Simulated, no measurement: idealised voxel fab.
This section sets out a process module, namely voxel capacitor over wiring.
Square cells of 5 nm make up the cross-section cut, whose width is 145 nm.
Cross-section, as written here: a square-cell grid given band by band from the top down, where a band holds one or more rows of cells.
Band: top height; bottom height; in nm. Then, left to right: material with width in nm, for each material. "all across": a single material spanning edge to edge. "air": empty space.
Heights are expressed relative to 0, this being the level below which the as-received wafer comprises one material exclusively. The lowest band is unbounded in the downward direction and is denoted as in "from 0 down".
Width "30..40": first value at the band's top row of cells, second value at its bottom row, equal change from row to row.
Key: "no modification" - step with no changed cell in the cross-section.
If an empty space has no open way to the top and is at least 8 cells in size, "Sealed internal voids" lists it, written width x height at distance, where distance is measured from the left edge and every value is in nm.
Step line, after settings: the simulator's comment on this step.
Steps that use a mask can have "overlay nm" on their line. It says how far the mask sat to the right of where it was meant to be. Negative means to the left.

-- These are the steps we planned for the process
1,RECEIVE,material Si
2,CONFORMAL_DEP,material SiO2,thk nm 15
3,DIRECTIONAL_DEP,material TiN,thk nm 5
4,DIRECTIONAL_DEP,material W,thk nm 15
5,DIRECTIONAL_DEP,material aC,thk nm 10
6,PATTERN,tone cover,mask id METAL_1,material resist,width nm 30,pitch nm 85,thk nm 30,overlay nm 0
7,DIRECTIONAL_ETCH,etch materials aC,depth nm 10
8,STRIP,etch materials resist
9,DIRECTIONAL_ETCH,etch materials W,depth nm 15
10,DIRECTIONAL_ETCH,etch materials TiN,depth nm 5
11,STRIP,etch materials aC
12,FILL_DEP,material lowk,thk nm 5
13,CMP,height nm 35
14,CONFORMAL_DEP,material SiCN,thk nm 5
15,DIRECTIONAL_DEP,material lowk,thk nm 20
16,PATTERN,tone open,mask id PLUG_1,material resist,width nm 15,thk nm 15,overlay nm 0
17,DIRECTIONAL_ETCH,etch materials lowk,depth nm 20
18,DIRECTIONAL_ETCH,etch materials SiCN,depth nm 5
19,STRIP,etch materials resist
20,EPI,material Ru,thk nm 10
21,EPI,material Ru,thk nm 10
22,EPI,material Ru,thk nm 5
23,DIRECTIONAL_DEP,material TiN,thk nm 5
24,DIRECTIONAL_DEP,material HfO2,thk nm 5
25,DIRECTIONAL_DEP,material TiN,thk nm 10
26,MASKED_ETCH,tone cover,mask id UPPER_PLATE,width nm 60,etch materials TiN,depth nm 10,overlay nm 0
27,MASKED_ETCH,tone cover,mask id UPPER_PLATE,width nm 60,etch materials HfO2,depth nm 5,overlay nm 0
28,DIRECTIONAL_DEP,material aC,thk nm 15
29,PATTERN,tone cover,mask id LOWER_PLATE,material resist,width nm 70,thk nm 30,overlay nm 0
30,DIRECTIONAL_ETCH,etch materials aC,depth nm 15
31,STRIP,etch materials resist
32,DIRECTIONAL_ETCH,etch materials TiN,depth nm 5
33,STRIP,etch materials aC
34,FILL_DEP,material SiO2,thk nm 20
35,CMP,height nm 95
36,DIRECTIONAL_DEP,material aC,thk nm 15
37,PATTERN,tone open,mask id PLUG_2,material resist,width nm 15,thk nm 30,overlay nm 0
38,DIRECTIONAL_ETCH,etch materials aC,depth nm 15
39,STRIP,etch materials resist
40,DIRECTIONAL_ETCH,etch materials SiO2,depth nm 15
41,STRIP,etch materials aC
42,CONFORMAL_DEP,material TiN,thk nm 5
43,FILL_DEP,material Ru,thk nm 5
44,CMP,height nm 95
45,CONFORMAL_DEP,material SiCN,thk nm 5

-- Incoming wafer in cross-section (state: after step 1)
- from 0 down: Si all across
- Sealed internal voids: none

-- Run as planned - first of the two wafers cross-sectioned at the end of the module
- from 100 to 95: SiCN all across
- from 95 to 85: 40 nm SiO2, then 5 nm TiN, then 5 nm Ru, then 5 nm TiN, then 90 nm SiO2
- from 85 to 80: 40 nm SiO2, then 15 nm TiN, then 90 nm SiO2
- from 80 to 70: 30 nm SiO2, then 60 nm TiN, then 55 nm SiO2
- from 70 to 65: 30 nm SiO2, then 60 nm HfO2, then 55 nm SiO2
- from 65 to 60: 25 nm SiO2, then 70 nm TiN, then 50 nm SiO2
- from 60 to 40: 30 nm lowk, then 15 nm Ru, then 100 nm lowk
- from 40 to 35: 30 nm SiCN, then 15 nm Ru, then 100 nm SiCN
- from 35 to 20: 15 nm lowk, then 30 nm W, then 55 nm lowk, then 30 nm W, then 15 nm lowk
- from 20 to 15: 15 nm lowk, then 30 nm TiN, then 55 nm lowk, then 30 nm TiN, then 15 nm lowk
- from 15 to 0: SiO2 all across
- from 0 down: Si all across
- Sealed internal voids: none

-- Second wafer of the two, sectioned at the end of the module. It began like the first and followed the same plan, but one mistake was made while running it
- from 100 to 95: SiCN all across
- from 95 to 85: 40 nm SiO2, then 5 nm TiN, then 5 nm Ru, then 5 nm TiN, then 90 nm SiO2
- from 85 to 80: 40 nm SiO2, then 15 nm TiN, then 90 nm SiO2
- from 80 to 70: 30 nm SiO2, then 15 nm TiN, then 30 nm SiO2, then 15 nm TiN, then 55 nm SiO2
- from 70 to 65: 30 nm SiO2, then 15 nm HfO2, then 30 nm SiO2, then 15 nm HfO2, then 55 nm SiO2
- from 65 to 60: 25 nm SiO2, then 20 nm TiN, then 30 nm SiO2, then 20 nm TiN, then 50 nm SiO2
- from 60 to 55: 30 nm Ru, then 15 nm lowk, then 30 nm SiO2, then 70 nm Ru
- from 55 to 45: 30 nm Ru, then 15 nm lowk, then 30 nm TiN, then 70 nm Ru
- from 45 to 40: 30 nm Ru, then 15 nm lowk, then 30 nm HfO2, then 70 nm Ru
- from 40 to 35: 30 nm Ru, then 15 nm SiCN, then 30 nm TiN, then 70 nm Ru
- from 35 to 20: 15 nm lowk, then 30 nm W, then 55 nm lowk, then 30 nm W, then 15 nm lowk
- from 20 to 15: 15 nm lowk, then 30 nm TiN, then 55 nm lowk, then 30 nm TiN, then 15 nm lowk
- from 15 to 0: SiO2 all across
- from 0 down: Si all across
- Sealed internal voids: none
The plan and the run diverged here: step 16 ran differently from the plan; actual operation with settings: PATTERN,tone cover,mask id PLUG_1,material resist,width nm 15,thk nm 15,overlay nm 0
Count the cells at the end and the second wafer has more or fewer of some materials than the first: 85 more of Ru | 23 fewer of SiCN | 30 more of SiO2 | 92 fewer of lowk
